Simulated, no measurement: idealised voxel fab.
Title: Process Module voxel ribs on slabs
Each square cell in cross-section cut measures 5 nm, and the section as a whole is 295 nm wide.
Notation: cross-section as square-cell grid; stated in bands, top first, going down; one or more cell rows per band. It is stipulated that each band's entry specify, in nanometres, the height of the top of the band and then that of its bottom, followed by the materials of the band in left-to-right sequence, each together with its width in nanometres. A single material marked by the word "throughout" is understood to fill the band from edge to edge; the word "air" is understood to denote empty space. Below 0: as-received wafer, all one material; heights counted from there. Lowest band: no bottom, goes on down, written "top 0, no bottom". You'd read "30->40" like this: the band's top row of cells is as wide as the first number, its bottom row is as wide as the second, and going down, every row changes width by the same amount as the row before did. Where a step carries "everything unchanged", the cross-section came out of it unchanged, cell for cell. Under "Enclosed void list" you'll find the enclosed gaps, the ones with no way out to the top, that are 8 cells or bigger; each reads width x height at distance, with distance counted from the left edge, everything in nm. That trailing text on a step's line, after the settings, is the simulator's own remark on the step. overlay nm: step with mask; distance mask lay right of planned place; negative value = left of planned place.
The steps planned for the process are as follows:
step 1: RECEIVE | material Si
step 2: DIRECTIONAL_DEP | material SiO2 | thk nm 25
step 3: DIRECTIONAL_DEP | material polySi | thk nm 15
step 4: PATTERN | tone cover | mask id RIB | material resist | width nm 30 | thk nm 15 | overlay nm 0
step 5: DIRECTIONAL_ETCH | etch materials polySi | depth nm 5
step 6: STRIP | etch materials resist
step 7: MASKED_ETCH | tone cover | mask id SLAB | width nm 50 | etch materials polySi | depth nm 10 | overlay nm 0
step 8: FILL_DEP | material SiO2 | thk nm 20
step 9: CMP | height nm 55
step 10: DIRECTIONAL_DEP | material TiN | thk nm 5
step 11: MASKED_ETCH | tone cover | mask id HEATER | width nm 40 | etch materials TiN | depth nm 5 | overlay nm 0
step 12: CONFORMAL_DEP | material SiN | thk nm 5
The plan's step 7 width nm is the first wafer's value; the wafers differ in this setting and start identical.
Cross-section: the first of several wafers in its as-received state, i.e. following step 1:
	top 0, no bottom = Si throughout
	Enclosed void list: none
Every row in this table is a wafer at the end of the module, and it gives, for each of the materials, the cells that wafer has gained (+) or lost (-) since it was received, then its closed voids:
width nm 50 | +61 SiN | +623 SiO2 | +8 TiN | +26 polySi | Enclosed void list: none
width nm 55 | +61 SiN | +621 SiO2 | +8 TiN | +28 polySi | Enclosed void list: none
width nm 60 | +61 SiN | +619 SiO2 | +8 TiN | +30 polySi | Enclosed void list: none
width nm 65 | +61 SiN | +617 SiO2 | +8 TiN | +32 polySi | Enclosed void list: none
width nm 70 | +61 SiN | +615 SiO2 | +8 TiN | +34 polySi | Enclosed void list: none
width nm 75 | +61 SiN | +613 SiO2 | +8 TiN | +36 polySi | Enclosed void list: none
